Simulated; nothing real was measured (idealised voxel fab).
process module | voxel self aligned vias
cross-section cut | 175 nm wide | cells 5 nm
A cross-section is a grid of square cells, given in bands from the top down. A band is one or more rows of cells.
Each band's line starts with the height of the band's top and of its bottom, in nm. Then come its materials from left to right, each with its width in nm. One material with "throughout" fills the band from edge to edge. "air" is empty space.
Height 0 is the level under which the wafer as received is all one material. The lowest band goes on downwards, as in "0 down".
A width such as "30 to 40" changes by the same amount from each row of cells to the next, from the band's top row to its bottom row.
"no change" after a step means that no cell of the cross-section changed.
closed voids: empty space of 8 cells or more with no open way to the top, each as width x height at its distance from the left edge, in nm
after a step's settings: what the simulator itself notes on the step
overlay nm, on a step with a mask: how far to the right of its planned place the mask lay; to the left if negative
plan
1 op RECEIVE | material Si
2 op CONFORMAL_DEP | material SiO2 | thk nm 15
3 op CONFORMAL_DEP | material SiCN | thk nm 5
4 op DIRECTIONAL_DEP | material lowk | thk nm 25
5 op DIRECTIONAL_DEP | material aC | thk nm 15
6 op PATTERN | tone open | mask id LINES | material resist | width nm 25 | pitch nm 65 | thk nm 35 | overlay nm 0
7 op DIRECTIONAL_ETCH | etch materials aC | depth nm 15
8 op STRIP | etch materials resist
9 op DIRECTIONAL_ETCH | etch materials lowk | depth nm 25
10 op STRIP | etch materials aC
11 op CONFORMAL_DEP | material TiN | thk nm 5
12 op FILL_DEP | material W | thk nm 10
13 op CMP | height nm 45
14 op SELECTIVE_ETCH | etch materials W Ru TiN | depth nm 5
15 op FILL_DEP | material SiN | thk nm 5
16 op CMP | height nm 45
17 op DIRECTIONAL_DEP | material lowk | thk nm 15
18 op MASKED_ETCH | tone open | mask id VIAS | width nm 25 | etch materials lowk | depth nm 15 | overlay nm 0
19 op MASKED_ETCH | tone open | mask id VIAS | width nm 35 | etch materials SiN | depth nm 5 | overlay nm 0
20 op CONFORMAL_DEP | material TiN | thk nm 5
21 op FILL_DEP | material Cu | thk nm 5
22 op CMP | height nm 60
23 op CONFORMAL_DEP | material SiN | thk nm 5
varied across the wafers: width nm of step 18. The plan shows the first wafer's value. All wafers start alike
first wafer as received, after step 1
  0 down: Si throughout
  closed voids: none
first wafer at the end, after step 23
  65 to 60: SiN throughout
  60 to 45: lowk 40 | TiN 5 | Cu 15 | TiN 5 | lowk 110
  45 to 40: lowk 40 | TiN 25 | lowk 40 | SiN 25 | lowk 45
  40 to 25: lowk 40 | TiN 5 | W 15 | TiN 5 | lowk 40 | TiN 5 | W 15 | TiN 5 | lowk 45
  25 to 20: lowk 40 | TiN 25 | lowk 40 | TiN 25 | lowk 45
  20 to 15: SiCN throughout
  15 to 0: SiO2 throughout
  0 down: Si throughout
  closed voids: none
last wafer at the end
  65 to 60: SiN throughout
  60 to 50: lowk 30 | TiN 5 | Cu 40 | TiN 5 | lowk 95
  50 to 45: lowk 30 | TiN 15 | Cu 15 | TiN 20 | lowk 95
  45 to 40: lowk 40 | TiN 25 | lowk 40 | SiN 25 | lowk 45
  40 to 25: lowk 40 | TiN 5 | W 15 | TiN 5 | lowk 40 | TiN 5 | W 15 | TiN 5 | lowk 45
  25 to 20: lowk 40 | TiN 25 | lowk 40 | TiN 25 | lowk 45
  20 to 15: SiCN throughout
  15 to 0: SiO2 throughout
  0 down: Si throughout
  closed voids: none
each wafer at the end: cells of each material gained (+) or lost (-) since it was received, then its closed voids
width nm 25 | +9 Cu | +35 SiCN | +40 SiN | +105 SiO2 | +33 TiN | +18 W | +215 lowk | closed voids: none
width nm 30 | +11 Cu | +35 SiCN | +40 SiN | +105 SiO2 | +34 TiN | +18 W | +212 lowk | closed voids: none
width nm 35 | +13 Cu | +35 SiCN | +40 SiN | +105 SiO2 | +35 TiN | +18 W | +209 lowk | closed voids: none
width nm 40 | +15 Cu | +35 SiCN | +40 SiN | +105 SiO2 | +36 TiN | +18 W | +206 lowk | closed voids: none
width nm 45 | +17 Cu | +35 SiCN | +40 SiN | +105 SiO2 | +37 TiN | +18 W | +203 lowk | closed voids: none
width nm 50 | +19 Cu | +35 SiCN | +40 SiN | +105 SiO2 | +38 TiN | +18 W | +200 lowk | closed voids: none
